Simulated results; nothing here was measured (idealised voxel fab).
Process module heading - voxel wiring stack
cross-section cut | 260 nm wide | cells 5 nm
For the purposes of this document, a cross-section shall be understood as a grid of square cells, specified as bands listed in top-to-bottom order, each band consisting of one or more rows of cells.
Within each band entry, the heights of the top and of the bottom of the band appear first, in that order and in nm; the materials of the band then follow from left to right, each with its corresponding width in nm. The designation "everywhere" on a single material indicates that it fills the band from edge to edge; the designation "blank" indicates empty space.
Ref level 0: as-received wafer is one material below here. Bottom band extends down with no lower bound ("0..down").
Read "30..40" as a graded width: first number on top, second number at the bottom, same change between each pair of neighbouring rows.
Basically "nothing changed" means that step didn't change any cell in the cross-section.
Closed void table: empty space of 8 cells or more with no open way to the top, each as width x height at its distance from the left edge, in nm
On a step's line, text after the settings is the simulator commenting on that step.
overlay nm: step with mask; distance mask lay right of planned place; negative value = left of planned place.
Below is the list of planned process steps:
| 1 | RECEIVE | material Si |
| 2 | CONFORMAL_DEP | material SiO2 | thk nm 15 |
| 3 | CONFORMAL_DEP | material SiCN | thk nm 5 |
| 4 | DIRECTIONAL_DEP | material lowk | thk nm 20 |
| 5 | MASKED_ETCH | tone open | mask id METAL_1 | width nm 25 | pitch nm 50 | etch materials lowk | depth nm 20 | overlay nm 0 |
| 6 | MASKED_ETCH | tone open | mask id METAL_1 | width nm 25 | pitch nm 50 | etch materials SiCN | depth nm 5 | overlay nm 0 |
| 7 | CONFORMAL_DEP | material TiN | thk nm 5 |
| 8 | FILL_DEP | material Cu | thk nm 10 |
| 9 | CMP | height nm 40 |
| 10 | CONFORMAL_DEP | material SiCN | thk nm 5 |
| 11 | DIRECTIONAL_DEP | material lowk | thk nm 15 |
| 12 | MASKED_ETCH | tone open | mask id PLUG_1 | width nm 15 | pitch nm 100 | etch materials lowk | depth nm 15 | overlay nm 0 |
| 13 | MASKED_ETCH | tone open | mask id PLUG_1 | width nm 15 | pitch nm 100 | etch materials SiCN | depth nm 5 | overlay nm 0 |
| 14 | EPI | material Ru | thk nm 10 |
| 15 | EPI | material Ru | thk nm 10 |
| 16 | CONFORMAL_DEP | material SiCN | thk nm 5 |
| 17 | DIRECTIONAL_DEP | material SiO2 | thk nm 25 |
| 18 | DIRECTIONAL_DEP | material aC | thk nm 15 |
| 19 | PATTERN | tone open | mask id METAL_2 | material resist | width nm 25 | pitch nm 50 | thk nm 30 | overlay nm 0 |
| 20 | DIRECTIONAL_ETCH | etch materials aC | depth nm 15 |
| 21 | STRIP | etch materials resist |
| 22 | DIRECTIONAL_ETCH | etch materials SiO2 | depth nm 25 |
| 23 | DIRECTIONAL_ETCH | etch materials SiCN | depth nm 5 |
| 24 | STRIP | etch materials aC |
| 25 | CONFORMAL_DEP | material TiN | thk nm 5 |
| 26 | FILL_DEP | material Cu | thk nm 5 |
| 27 | CMP | height nm 90 |
| 28 | CONFORMAL_DEP | material SiCN | thk nm 5 |
| 29 | DIRECTIONAL_DEP | material SiO2 | thk nm 15 |
| 30 | DIRECTIONAL_DEP | material aC | thk nm 15 |
| 31 | PATTERN | tone open | mask id PLUG_2 | material resist | width nm 15 | pitch nm 50 | thk nm 30 | overlay nm 0 |
| 32 | DIRECTIONAL_ETCH | etch materials aC | depth nm 15 |
| 33 | STRIP | etch materials resist |
| 34 | DIRECTIONAL_ETCH | etch materials SiO2 | depth nm 15 |
| 35 | DIRECTIONAL_ETCH | etch materials SiCN | depth nm 5 |
| 36 | STRIP | etch materials aC |
| 37 | CONFORMAL_DEP | material TiN | thk nm 5 |
| 38 | FILL_DEP | material Cu | thk nm 10 |
| 39 | CMP | height nm 110 |
| 40 | DIRECTIONAL_DEP | material TiN | thk nm 5 |
| 41 | DIRECTIONAL_DEP | material Ru | thk nm 20 |
| 42 | PATTERN | tone cover | mask id METAL_3 | material resist | width nm 25 | pitch nm 50 | thk nm 15 | overlay nm 0 |
| 43 | DIRECTIONAL_ETCH | etch materials Ru | depth nm 20 |
| 44 | DIRECTIONAL_ETCH | etch materials TiN | depth nm 5 |
| 45 | STRIP | etch materials resist |
| 46 | FILL_DEP | material lowk | thk nm 5 |
| 47 | CMP | height nm 135 |
| 48 | CONFORMAL_DEP | material SiCN | thk nm 5 |
| 49 | DIRECTIONAL_DEP | material lowk | thk nm 20 |
| 50 | MASKED_ETCH | tone open | mask id PLUG_3 | width nm 15 | pitch nm 50 | etch materials lowk | depth nm 20 | overlay nm 0 |
| 51 | MASKED_ETCH | tone open | mask id PLUG_3 | width nm 15 | pitch nm 50 | etch materials SiCN | depth nm 5 | overlay nm 0 |
| 52 | EPI | material Ru | thk nm 10 |
| 53 | EPI | material Ru | thk nm 10 |
| 54 | EPI | material Ru | thk nm 5 |
| 55 | CONFORMAL_DEP | material SiCN | thk nm 5 |
| 56 | DIRECTIONAL_DEP | material lowk | thk nm 15 |
| 57 | PATTERN | tone open | mask id METAL_4 | material resist | width nm 25 | pitch nm 50 | thk nm 15 | overlay nm 0 |
| 58 | DIRECTIONAL_ETCH | etch materials lowk | depth nm 15 |
| 59 | DIRECTIONAL_ETCH | etch materials SiCN | depth nm 5 |
| 60 | STRIP | etch materials resist |
| 61 | CONFORMAL_DEP | material TiN | thk nm 5 |
| 62 | FILL_DEP | material Ru | thk nm 5 |
| 63 | CMP | height nm 180 |
| 64 | CONFORMAL_DEP | material SiCN | thk nm 5 |
So this is the incoming wafer in cross-section - it's already been through step 1:
* 0..down = Si everywhere
* Closed void table: none
Run as planned - first of the two wafers cross-sectioned at the end of the module:
* 185..180 = SiCN everywhere
* 180..165 = lowk 40; TiN 5; Ru 15; TiN 5; lowk 25; TiN 5; Ru 15; TiN 5; lowk 25; TiN 5; Ru 15; TiN 5; lowk 25; TiN 5; Ru 15; TiN 5; lowk 45
* 165..160 = SiCN 40; TiN 25; SiCN 25; TiN 25; SiCN 25; TiN 25; SiCN 25; TiN 25; SiCN 45
* 160..140 = lowk 40; Ru 15; lowk 35; Ru 15; lowk 35; Ru 15; lowk 35; Ru 15; lowk 55
* 140..135 = SiCN 40; Ru 15; SiCN 35; Ru 15; SiCN 35; Ru 15; SiCN 35; Ru 15; SiCN 55
* 135..115 = lowk 40; Ru 25; lowk 25; Ru 25; lowk 25; Ru 25; lowk 25; Ru 25; lowk 45
* 115..110 = lowk 40; TiN 25; lowk 25; TiN 25; lowk 25; TiN 25; lowk 25; TiN 25; lowk 45
* 110..95 = SiO2 40; TiN 5; Cu 5; TiN 5; SiO2 35; TiN 5; Cu 5; TiN 5; SiO2 35; TiN 5; Cu 5; TiN 5; SiO2 35; TiN 5; Cu 5; TiN 5; SiO2 55
* 95..90 = SiCN 40; TiN 15; SiCN 35; TiN 15; SiCN 35; TiN 15; SiCN 35; TiN 15; SiCN 55
* 90..65 = SiO2 40; TiN 5; Cu 15; TiN 5; SiO2 25; TiN 5; Cu 15; TiN 5; SiO2 25; TiN 5; Cu 15; TiN 5; SiO2 25; TiN 5; Cu 15; TiN 5; SiO2 45
* 65..60 = SiCN 40; TiN 25; SiCN 25; TiN 25; SiCN 25; TiN 25; SiCN 25; TiN 25; SiCN 45
* 60..45 = lowk 40; Ru 15; lowk 85; Ru 15; lowk 105
* 45..40 = SiCN 40; Ru 15; SiCN 85; Ru 15; SiCN 105
* 40..20 = lowk 40; TiN 5; Cu 15; TiN 5; lowk 25; TiN 5; Cu 15; TiN 5; lowk 25; TiN 5; Cu 15; TiN 5; lowk 25; TiN 5; Cu 15; TiN 5; lowk 45
* 20..15 = SiCN 40; TiN 25; SiCN 25; TiN 25; SiCN 25; TiN 25; SiCN 25; TiN 25; SiCN 45
* 15..0 = SiO2 everywhere
* 0..down = Si everywhere
* Closed void table: none
Wafer two, sectioned after the module: the first wafer's start, the first wafer's plan, and one mistake in how it was run:
* 185..180 = SiCN everywhere
* 180..165 = lowk 40; TiN 5; Ru 15; TiN 5; lowk 25; TiN 5; Ru 15; TiN 5; lowk 25; TiN 5; Ru 15; TiN 5; lowk 25; TiN 5; Ru 15; TiN 5; lowk 45
* 165..160 = SiCN 40; TiN 25; SiCN 25; TiN 25; SiCN 25; TiN 25; SiCN 25; TiN 25; SiCN 45
* 160..140 = lowk 40; Ru 15; lowk 35; Ru 15; lowk 35; Ru 15; lowk 35; Ru 15; lowk 55
* 140..135 = SiCN 40; Ru 15; SiCN 35; Ru 15; SiCN 35; Ru 15; SiCN 35; Ru 15; SiCN 55
* 135..115 = lowk 40; Ru 25; lowk 25; Ru 25; lowk 25; Ru 25; lowk 25; Ru 25; lowk 45
* 115..110 = lowk 40; TiN 25; lowk 25; TiN 25; lowk 25; TiN 25; lowk 25; TiN 25; lowk 45
* 110..95 = SiO2 40; TiN 5; Cu 5; TiN 5; SiO2 35; TiN 5; Cu 5; TiN 5; SiO2 35; TiN 5; Cu 5; TiN 5; SiO2 35; TiN 5; Cu 5; TiN 5; SiO2 55
* 95..90 = SiCN 40; TiN 15; SiCN 35; TiN 15; SiCN 35; TiN 15; SiCN 35; TiN 15; SiCN 55
* 90..65 = SiO2 45; Cu 15; SiO2 35; Cu 15; SiO2 35; Cu 15; SiO2 35; Cu 15; SiO2 50
* 65..60 = SiCN 40; SiO2 25; SiCN 25; SiO2 25; SiCN 25; SiO2 25; SiCN 25; SiO2 25; SiCN 45
* 60..45 = lowk 40; Ru 15; lowk 85; Ru 15; lowk 105
* 45..40 = SiCN 40; Ru 15; SiCN 85; Ru 15; SiCN 105
* 40..20 = lowk 40; TiN 5; Cu 15; TiN 5; lowk 25; TiN 5; Cu 15; TiN 5; lowk 25; TiN 5; Cu 15; TiN 5; lowk 25; TiN 5; Cu 15; TiN 5; lowk 45
* 20..15 = SiCN 40; TiN 25; SiCN 25; TiN 25; SiCN 25; TiN 25; SiCN 25; TiN 25; SiCN 45
* 15..0 = SiO2 everywhere
* 0..down = Si everywhere
* Closed void table: none
Short version of what went wrong: step 25 was processed under conditions differing from the plan, specifically as CONFORMAL_DEP | material SiO2 | thk nm 5
It is noted that, at the conclusion of processing, the second wafer exhibits a higher or lower cell count for certain materials relative to the first: SiO2: 60 more; TiN: 60 fewer
